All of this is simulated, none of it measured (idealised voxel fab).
The name of this process module is voxel quadruple lines.
The figure presents cross-section cut, which has a width of 230 nm and is divided into square cells with an edge length of 5 nm.
Notation: cross-section as square-cell grid; stated in bands, top first, going down; one or more cell rows per band.
Heights first: top, then bottom, in nm. Then materials, left to right, each with a width in nm. "everywhere" on a single material: fills the band edge to edge. "blank": empty space.
Beneath 0, the wafer as received is one material, and that level is where height counting begins. The lowest band goes on downward without a bottom; it is written like "z 0 and below".
When a width is written as two numbers, as in "30..40", the first number is the width in the top row of cells of the band and the second is the width in its bottom row, and the width changes by the same amount from each row to the next.
When a step is marked "nothing different", none of the cells in the cross-section changed during that step.
"Non-vented voids" contains a list of empty spaces, each no smaller than 8 cells and without an open way to the top, written in the form width x height at distance with the distance from the left edge and all three in nm.
Where a step's line continues beyond its settings, the continuation is a remark by the simulator itself on that step.
Regarding "overlay nm": on a step with a mask, it is the distance the mask lay to the right of its planned place; a negative value places it to the left.

## Steps in the process plan
| 1 | RECEIVE with material Si |
| 2 | CONFORMAL_DEP with material SiO2, thk nm 5 |
| 3 | DIRECTIONAL_DEP with material TiN, thk nm 10 |
| 4 | DIRECTIONAL_DEP with material polySi, thk nm 15 |
| 5 | DIRECTIONAL_DEP with material aC, thk nm 20 |
| 6 | PATTERN with tone cover, mask id MANDREL, material resist, width nm 25, thk nm 25, overlay nm 0 |
| 7 | DIRECTIONAL_ETCH with etch materials aC, depth nm 20 |
| 8 | STRIP with etch materials resist |
| 9 | CONFORMAL_DEP with material SiO2, thk nm 15 |
| 10 | DIRECTIONAL_ETCH with etch materials SiO2, depth nm 15 |
| 11 | STRIP with etch materials aC |
| 12 | DIRECTIONAL_ETCH with etch materials polySi, depth nm 15 |
| 13 | STRIP with etch materials SiO2 |
| 14 | CONFORMAL_DEP with material SiCN, thk nm 5 |
| 15 | DIRECTIONAL_ETCH with etch materials SiCN, depth nm 5 |
| 16 | STRIP with etch materials polySi |
| 17 | DIRECTIONAL_ETCH with etch materials TiN, depth nm 10 |
| 18 | STRIP with etch materials SiCN |
| 19 | FILL_DEP with material SiO2, thk nm 5 |
| 20 | CMP with height nm 15 |

## Account of the first of two wafers, which was processed as intended

## Cross-section of the wafer upon arrival, representing the state reached after step 1
* z 0 and below | Si everywhere
* Non-vented voids: none

## Cross-section of the wafer subsequent to step 2
* z 5 to 0 | SiO2 everywhere
* At heights below 0, the structure remains unaltered.

## Cross-section of the wafer subsequent to step 3
* z 15 to 5 | TiN everywhere
* At heights below 5, the structure remains unaltered.

## Cross-section of the wafer subsequent to step 4
* z 30 to 15 | polySi everywhere
* At heights below 15, the structure remains unaltered.

## Cross-section of the wafer subsequent to step 5
* z 50 to 30 | aC everywhere
* At heights below 30, the structure remains unaltered.

## Cross-section of the wafer subsequent to step 6
* z 75 to 50 | blank=100; resist=25; blank=105
* At heights below 50, the structure remains unaltered.

## Cross-section of the wafer subsequent to step 7
* z 55 to 50 | blank=100; resist=25; blank=105
* z 50 to 30 | blank=100; aC=25; blank=105
* At heights below 30, the structure remains unaltered.

## Cross-section of the wafer subsequent to step 8
* z 50 to 30 | blank=100; aC=25; blank=105
* At heights below 30, the structure remains unaltered.

## Cross-section of the wafer subsequent to step 9
* z 65 to 50 | blank=85; SiO2=55; blank=90
* z 50 to 45 | blank=85; SiO2=15; aC=25; SiO2=15; blank=90
* z 45 to 30 | SiO2=100; aC=25; SiO2=105
* At heights below 30, the structure remains unaltered.

## Cross-section of the wafer subsequent to step 10
* z 50 to 30 | blank=85; SiO2=15; aC=25; SiO2=15; blank=90
* At heights below 30, the structure remains unaltered.

## Cross-section of the wafer subsequent to step 11
* z 50 to 30 | blank=85; SiO2=15; blank=25; SiO2=15; blank=90
* At heights below 30, the structure remains unaltered.

## Cross-section of the wafer subsequent to step 12
* z 50 to 30 | blank=85; SiO2=15; blank=25; SiO2=15; blank=90
* z 30 to 15 | blank=85; polySi=15; blank=25; polySi=15; blank=90
* At heights below 15, the structure remains unaltered.

## Cross-section of the wafer subsequent to step 13
* z 30 to 15 | blank=85; polySi=15; blank=25; polySi=15; blank=90
* At heights below 15, the structure remains unaltered.

## Cross-section of the wafer subsequent to step 14
* z 35 to 30 | blank=80; SiCN=25; blank=15; SiCN=25; blank=85
* z 30 to 20 | blank=80; SiCN=5; polySi=15; SiCN=5; blank=15; SiCN=5; polySi=15; SiCN=5; blank=85
* z 20 to 15 | SiCN=85; polySi=15; SiCN=25; polySi=15; SiCN=90
* At heights below 15, the structure remains unaltered.

## Cross-section of the wafer subsequent to step 15
* z 30 to 15 | blank=80; SiCN=5; polySi=15; SiCN=5; blank=15; SiCN=5; polySi=15; SiCN=5; blank=85
* At heights below 15, the structure remains unaltered.

## Cross-section of the wafer subsequent to step 16
* z 30 to 15 | blank=80; SiCN=5; blank=15; SiCN=5; blank=15; SiCN=5; blank=15; SiCN=5; blank=85
* At heights below 15, the structure remains unaltered.

## Cross-section of the wafer subsequent to step 17
* z 30 to 15 | blank=80; SiCN=5; blank=15; SiCN=5; blank=15; SiCN=5; blank=15; SiCN=5; blank=85
* z 15 to 5 | blank=80; TiN=5; blank=15; TiN=5; blank=15; TiN=5; blank=15; TiN=5; blank=85
* At heights below 5, the structure remains unaltered.

## Cross-section of the wafer subsequent to step 18
* z 15 to 5 | blank=80; TiN=5; blank=15; TiN=5; blank=15; TiN=5; blank=15; TiN=5; blank=85
* At heights below 5, the structure remains unaltered.

## Cross-section of the wafer subsequent to step 19
* z 20 to 15 | SiO2 everywhere
* z 15 to 5 | SiO2=80; TiN=5; SiO2=15; TiN=5; SiO2=15; TiN=5; SiO2=15; TiN=5; SiO2=85
* At heights below 5, the structure remains unaltered.

## Cross-section of the wafer subsequent to step 20
* z 15 to 5 | SiO2=80; TiN=5; SiO2=15; TiN=5; SiO2=15; TiN=5; SiO2=15; TiN=5; SiO2=85
* At heights below 5, the structure remains unaltered.

## Now the other wafer: same start, same recipe, but we messed up one thing when running it. Up to and including step 14 it's the same as the first one

## Cross-section of the second wafer at the time step 15 of the plan should have ended
* z 30 to 25 | blank=85; polySi=15; blank=25; polySi=15; blank=90
* z 25 to 15 | blank=80; SiCN=5; polySi=15; SiCN=5; blank=15; SiCN=5; polySi=15; SiCN=5; blank=85
* At heights below 15, the structure remains unaltered.

## Cross-section of the second wafer at the time step 16 of the plan should have ended
* z 25 to 15 | blank=80; SiCN=5; blank=15; SiCN=5; blank=15; SiCN=5; blank=15; SiCN=5; blank=85
* At heights below 15, the structure remains unaltered.

## Cross-section of the second wafer at the time step 17 of the plan should have ended
* z 25 to 15 | blank=80; SiCN=5; blank=15; SiCN=5; blank=15; SiCN=5; blank=15; SiCN=5; blank=85
* z 15 to 5 | blank=80; TiN=5; blank=15; TiN=5; blank=15; TiN=5; blank=15; TiN=5; blank=85
* At heights below 5, the structure remains unaltered.

## Cross-section of the second wafer at the time step 18 of the plan should have ended
* z 15 to 5 | blank=80; TiN=5; blank=15; TiN=5; blank=15; TiN=5; blank=15; TiN=5; blank=85
* At heights below 5, the structure remains unaltered.

## Cross-section of the second wafer at the time step 19 of the plan should have ended
* z 20 to 15 | SiO2 everywhere
* z 15 to 5 | SiO2=80; TiN=5; SiO2=15; TiN=5; SiO2=15; TiN=5; SiO2=15; TiN=5; SiO2=85
* At heights below 5, the structure remains unaltered.

## Cross-section of the second wafer at the time step 20 of the plan should have ended
* z 15 to 5 | SiO2=80; TiN=5; SiO2=15; TiN=5; SiO2=15; TiN=5; SiO2=15; TiN=5; SiO2=85
* At heights below 5, the structure remains unaltered.
Short version of what went wrong: plan step 15 was twice executed
At process end the two wafers are indistinguishable in cross-section, so the error does not change what this model computes.
